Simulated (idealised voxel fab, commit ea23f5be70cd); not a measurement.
process module | voxel ribs on slabs
We display cut, a cross-section 230 nm in width whose square cells are each 5 nm.
Square cells in a grid make up a cross-section in this document, and the grid is given as bands, listed from the top down, each one or more rows of cells.
Each band's line starts with the height of the band's top and of its bottom, in nm. Then come its materials from left to right, each with its width in nm. One material with "edge to edge" fills the band from edge to edge. "empty" is empty space.
For the purposes of this specification, 0 denotes the height below which the wafer in its as-received condition is composed wholly of one material, and the lowermost band, lacking a lower limit, extends downward without end, as expressed in "0..down".
Width "30 to 40": first value at the band's top row of cells, second value at its bottom row, equal change from row to row.
"remains unaltered" (step): cross-section cells unchanged, all of them.
Basically, "Sealed internal cavities" tells you about the enclosed voids: empty spaces with no open way to the top, 8 cells or bigger, each written width x height at distance, where distance is from the left edge, all in nm.
The remark found on a step's line after its settings is issued by the simulator itself and pertains to that step.
overlay nm: step with mask; distance mask lay right of planned place; negative value = left of planned place.
[List of planned process steps]
1: RECEIVE, material Si
2: DIRECTIONAL_DEP, material SiO2, thk nm 25
3: DIRECTIONAL_DEP, material polySi, thk nm 20
4: PATTERN, tone cover, mask id RIB, material resist, width nm 15, thk nm 15, overlay nm 0
5: DIRECTIONAL_ETCH, etch materials polySi, depth nm 15
6: STRIP, etch materials resist
7: DIRECTIONAL_DEP, material aC, thk nm 15
8: PATTERN, tone cover, mask id SLAB, material resist, width nm 65, thk nm 35, overlay nm 0
9: DIRECTIONAL_ETCH, etch materials aC, depth nm 15
10: STRIP, etch materials resist
11: DIRECTIONAL_ETCH, etch materials polySi, depth nm 5
12: STRIP, etch materials aC
13: FILL_DEP, material SiO2, thk nm 20
14: CMP, height nm 60
15: DIRECTIONAL_DEP, material TiN, thk nm 10
16: DIRECTIONAL_DEP, material aC, thk nm 15
17: PATTERN, tone cover, mask id HEATER, material resist, width nm 25, thk nm 30, overlay nm 0
18: DIRECTIONAL_ETCH, etch materials aC, depth nm 15
19: STRIP, etch materials resist
20: DIRECTIONAL_ETCH, etch materials TiN, depth nm 10
21: STRIP, etch materials aC
22: CONFORMAL_DEP, material SiO2, thk nm 10
[First of two wafers, processed according to plan]
[as received, after step 1]
0..down = Si edge to edge
Sealed internal cavities: none
[after step 2]
25..0 = SiO2 edge to edge
Whatever lies below 0 is exactly as it was before.
[after step 3]
45..25 = polySi edge to edge
Whatever lies below 25 is exactly as it was before.
[after step 4]
60..45 = 105 empty, 15 resist, 110 empty
Whatever lies below 45 is exactly as it was before.
[after step 5]
60..45 = 105 empty, 15 resist, 110 empty
45..30 = 105 empty, 15 polySi, 110 empty
Whatever lies below 30 is exactly as it was before.
[after step 6]
45..30 = 105 empty, 15 polySi, 110 empty
Whatever lies below 30 is exactly as it was before.
[after step 7]
60..45 = 105 empty, 15 aC, 110 empty
45..30 = 105 aC, 15 polySi, 110 aC
Whatever lies below 30 is exactly as it was before.
[after step 8]
95..60 = 80 empty, 65 resist, 85 empty
60..45 = 80 empty, 25 resist, 15 aC, 25 resist, 85 empty
Whatever lies below 45 is exactly as it was before.
[after step 9]
80..60 = 80 empty, 65 resist, 85 empty
60..45 = 80 empty, 25 resist, 15 aC, 25 resist, 85 empty
45..30 = 80 empty, 25 aC, 15 polySi, 25 aC, 85 empty
Whatever lies below 30 is exactly as it was before.
[after step 10]
60..45 = 105 empty, 15 aC, 110 empty
Whatever lies below 45 is exactly as it was before.
[after step 11]
60..45 = 105 empty, 15 aC, 110 empty
45..30 = 80 empty, 25 aC, 15 polySi, 25 aC, 85 empty
30..25 = 80 empty, 65 polySi, 85 empty
Whatever lies below 25 is exactly as it was before.
[after step 12]
45..30 = 105 empty, 15 polySi, 110 empty
Whatever lies below 30 is exactly as it was before.
[after step 13]
65..45 = SiO2 edge to edge
45..30 = 105 SiO2, 15 polySi, 110 SiO2
30..25 = 80 SiO2, 65 polySi, 85 SiO2
Whatever lies below 25 is exactly as it was before.
[after step 14]
60..45 = SiO2 edge to edge
Whatever lies below 45 is exactly as it was before.
[after step 15]
70..60 = TiN edge to edge
Whatever lies below 60 is exactly as it was before.
[after step 16]
85..70 = aC edge to edge
Whatever lies below 70 is exactly as it was before.
[after step 17]
115..85 = 100 empty, 25 resist, 105 empty
Whatever lies below 85 is exactly as it was before.
[after step 18]
100..85 = 100 empty, 25 resist, 105 empty
85..70 = 100 empty, 25 aC, 105 empty
Whatever lies below 70 is exactly as it was before.
[after step 19]
85..70 = 100 empty, 25 aC, 105 empty
Whatever lies below 70 is exactly as it was before.
[after step 20]
85..70 = 100 empty, 25 aC, 105 empty
70..60 = 100 empty, 25 TiN, 105 empty
Whatever lies below 60 is exactly as it was before.
[after step 21]
70..60 = 100 empty, 25 TiN, 105 empty
Whatever lies below 60 is exactly as it was before.
[after step 22]
80..70 = 90 empty, 45 SiO2, 95 empty
70..60 = 100 SiO2, 25 TiN, 105 SiO2
Whatever lies below 60 is exactly as it was before.
[Here the second wafer is described. Its start and its plan were those of the first wafer. Its run contained one mistake. Up to and including step 2, it did exactly what the first wafer did]
[Cross-section of the second wafer corresponding to the planned conclusion of step 3]
45..0 = SiO2 edge to edge
Whatever lies below 0 is exactly as it was before.
[Cross-section of the second wafer corresponding to the planned conclusion of step 4]
60..45 = 105 empty, 15 resist, 110 empty
Whatever lies below 45 is exactly as it was before.
Cross-section of the second wafer corresponding to the planned conclusion of step 5: remains unaltered
[Cross-section of the second wafer corresponding to the planned conclusion of step 6]
45..0 = SiO2 edge to edge
Whatever lies below 0 is exactly as it was before.
[Cross-section of the second wafer corresponding to the planned conclusion of step 7]
60..45 = aC edge to edge
Whatever lies below 45 is exactly as it was before.
[Cross-section of the second wafer corresponding to the planned conclusion of step 8]
95..60 = 80 empty, 65 resist, 85 empty
Whatever lies below 60 is exactly as it was before.
[Cross-section of the second wafer corresponding to the planned conclusion of step 9]
80..60 = 80 empty, 65 resist, 85 empty
60..45 = 80 empty, 65 aC, 85 empty
Whatever lies below 45 is exactly as it was before.
[Cross-section of the second wafer corresponding to the planned conclusion of step 10]
60..45 = 80 empty, 65 aC, 85 empty
Whatever lies below 45 is exactly as it was before.
Cross-section of the second wafer corresponding to the planned conclusion of step 11: remains unaltered
[Cross-section of the second wafer corresponding to the planned conclusion of step 12]
45..0 = SiO2 edge to edge
Whatever lies below 0 is exactly as it was before.
[Cross-section of the second wafer corresponding to the planned conclusion of step 13]
65..0 = SiO2 edge to edge
Whatever lies below 0 is exactly as it was before.
[Cross-section of the second wafer corresponding to the planned conclusion of step 14]
60..0 = SiO2 edge to edge
Whatever lies below 0 is exactly as it was before.
[Cross-section of the second wafer corresponding to the planned conclusion of step 15]
70..60 = TiN edge to edge
Whatever lies below 60 is exactly as it was before.
[Cross-section of the second wafer corresponding to the planned conclusion of step 16]
85..70 = aC edge to edge
Whatever lies below 70 is exactly as it was before.
[Cross-section of the second wafer corresponding to the planned conclusion of step 17]
115..85 = 100 empty, 25 resist, 105 empty
Whatever lies below 85 is exactly as it was before.
[Cross-section of the second wafer corresponding to the planned conclusion of step 18]
100..85 = 100 empty, 25 resist, 105 empty
85..70 = 100 empty, 25 aC, 105 empty
Whatever lies below 70 is exactly as it was before.
[Cross-section of the second wafer corresponding to the planned conclusion of step 19]
85..70 = 100 empty, 25 aC, 105 empty
Whatever lies below 70 is exactly as it was before.
[Cross-section of the second wafer corresponding to the planned conclusion of step 20]
85..70 = 100 empty, 25 aC, 105 empty
70..60 = 100 empty, 25 TiN, 105 empty
Whatever lies below 60 is exactly as it was before.
[Cross-section of the second wafer corresponding to the planned conclusion of step 21]
70..60 = 100 empty, 25 TiN, 105 empty
Whatever lies below 60 is exactly as it was before.
[Cross-section of the second wafer corresponding to the planned conclusion of step 22]
80..70 = 90 empty, 45 SiO2, 95 empty
70..60 = 100 SiO2, 25 TiN, 105 SiO2
Whatever lies below 60 is exactly as it was before.
It is concluded that the wafer was processed incorrectly with respect to the plan, in that step 3 ran as: DIRECTIONAL_DEP, material SiO2, thk nm 20
It is noted that, at the conclusion of processing, the second wafer exhibits a higher or lower cell count for certain materials relative to the first: SiO2: 22 more, polySi: 22 fewer
